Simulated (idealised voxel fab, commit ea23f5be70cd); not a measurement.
This is a process module. Its name is voxel gate over fins.
Cross-section cut spans 235 nm and uses square cells 5 nm in size.
For the purposes of this document, a cross-section shall be understood as a grid of square cells, specified as bands listed in top-to-bottom order, each band consisting of one or more rows of cells.
Quick guide to a band line: top height, bottom height (nm) up front; then every material left to right with its width in nm. Only one material and it's marked "full width"? Then it fills the band edge to edge. And "blank" just means empty space.
Where do heights start? At 0: under that level the wafer as delivered is made of one material only. And the lowest band has no floor; it just carries on downward, as in "0..down".
Top row gets the first number, bottom row gets the second, and each row in between changes by the same step: that is how a band width like "30 to 40" works.
"everything unchanged" means the step left every cell of the cross-section as it was.
Empty spaces counting at least 8 cells and having no open way to the top are listed in "Enclosed void list". The notation width x height at distance is used for each, the distance being from the left edge and all three values in nm.
Anything after a step's settings on that line? It's the simulator's own note about the step.
overlay nm: mask offset rightward from planned place, masked step; negative means leftward offset.

So here's the lineup of process steps we planned
1,RECEIVE: material Si
2,CONFORMAL_DEP: material SiN, thk nm 5
3,PATTERN: tone cover, mask id FINS, material resist, width nm 15, pitch nm 50, thk nm 20, overlay nm 0
4,DIRECTIONAL_ETCH: etch materials SiN, depth nm 5
5,DIRECTIONAL_ETCH: etch materials Si, depth nm 30
6,STRIP: etch materials resist
7,FILL_DEP: material SiO2, thk nm 5
8,CMP: height nm 5
9,PATTERN: tone open, mask id RAIL, material resist, width nm 15, thk nm 20, overlay nm 0
10,DIRECTIONAL_ETCH: etch materials SiO2, depth nm 30
11,STRIP: etch materials resist
12,CONFORMAL_DEP: material TiN, thk nm 5
13,FILL_DEP: material Ru, thk nm 5
14,CMP: height nm 5
15,SELECTIVE_ETCH: etch materials W Ru TiN, depth nm 20
16,FILL_DEP: material SiO2, thk nm 5
17,CMP: height nm 5
18,SELECTIVE_ETCH: etch materials SiO2, depth nm 15
19,STRIP: etch materials SiN
20,CONFORMAL_DEP: material HfO2, thk nm 5
21,CONFORMAL_DEP: material TiN, thk nm 5
22,CONFORMAL_DEP: material TiAl, thk nm 5
23,CONFORMAL_DEP: material TiN, thk nm 5
24,FILL_DEP: material W, thk nm 15
25,CMP: height nm 30
26,CONFORMAL_DEP: material SiN, thk nm 10

Cross-section of the wafer as it came to us, i.e., already through step 1
	0..down | Si full width
	Enclosed void list: none

The cross-section shown corresponds to the wafer at the conclusion of the module. The initial structure and the process plan are those presented above; however, one mistake occurred in executing the plan
	40..30 | SiN full width
	30..25 | W full width
	25..20 | 90 of W / 55 of TiN / 90 of W
	20..15 | 65 of W / 30 of TiN / 45 of TiAl / 30 of TiN / 65 of W
	15..10 | 65 of W / 5 of TiN / 30 of TiAl / 35 of TiN / 30 of TiAl / 5 of TiN / 65 of W
	10..5 | 70 of TiN / 5 of TiAl / 30 of TiN / 25 of HfO2 / 30 of TiN / 5 of TiAl / 70 of TiN
	5..0 | 75 of TiAl / 5 of TiN / 75 of HfO2 / 5 of TiN / 75 of TiAl
	0..-5 | 80 of TiN / 5 of HfO2 / 15 of Si / 35 of HfO2 / 15 of Si / 5 of HfO2 / 80 of TiN
	-5..-10 | 85 of HfO2 / 15 of Si / 35 of HfO2 / 15 of Si / 85 of HfO2
	-10..-15 | 85 of SiO2 / 15 of Si / 10 of SiO2 / 15 of HfO2 / 10 of SiO2 / 15 of Si / 85 of SiO2
	-15..-20 | 85 of SiO2 / 15 of Si / 10 of SiO2 / 5 of TiN / 5 of Ru / 5 of TiN / 10 of SiO2 / 15 of Si / 85 of SiO2
	-20..-25 | 85 of SiO2 / 15 of Si / 10 of SiO2 / 15 of TiN / 10 of SiO2 / 15 of Si / 85 of SiO2
	-25..-30 | 85 of SiO2 / 15 of Si / 35 of SiO2 / 15 of Si / 85 of SiO2
	-30..down | Si full width
	Enclosed void list: none
what went wrong: step 16 off recipe, ran as FILL_DEP: material HfO2, thk nm 5
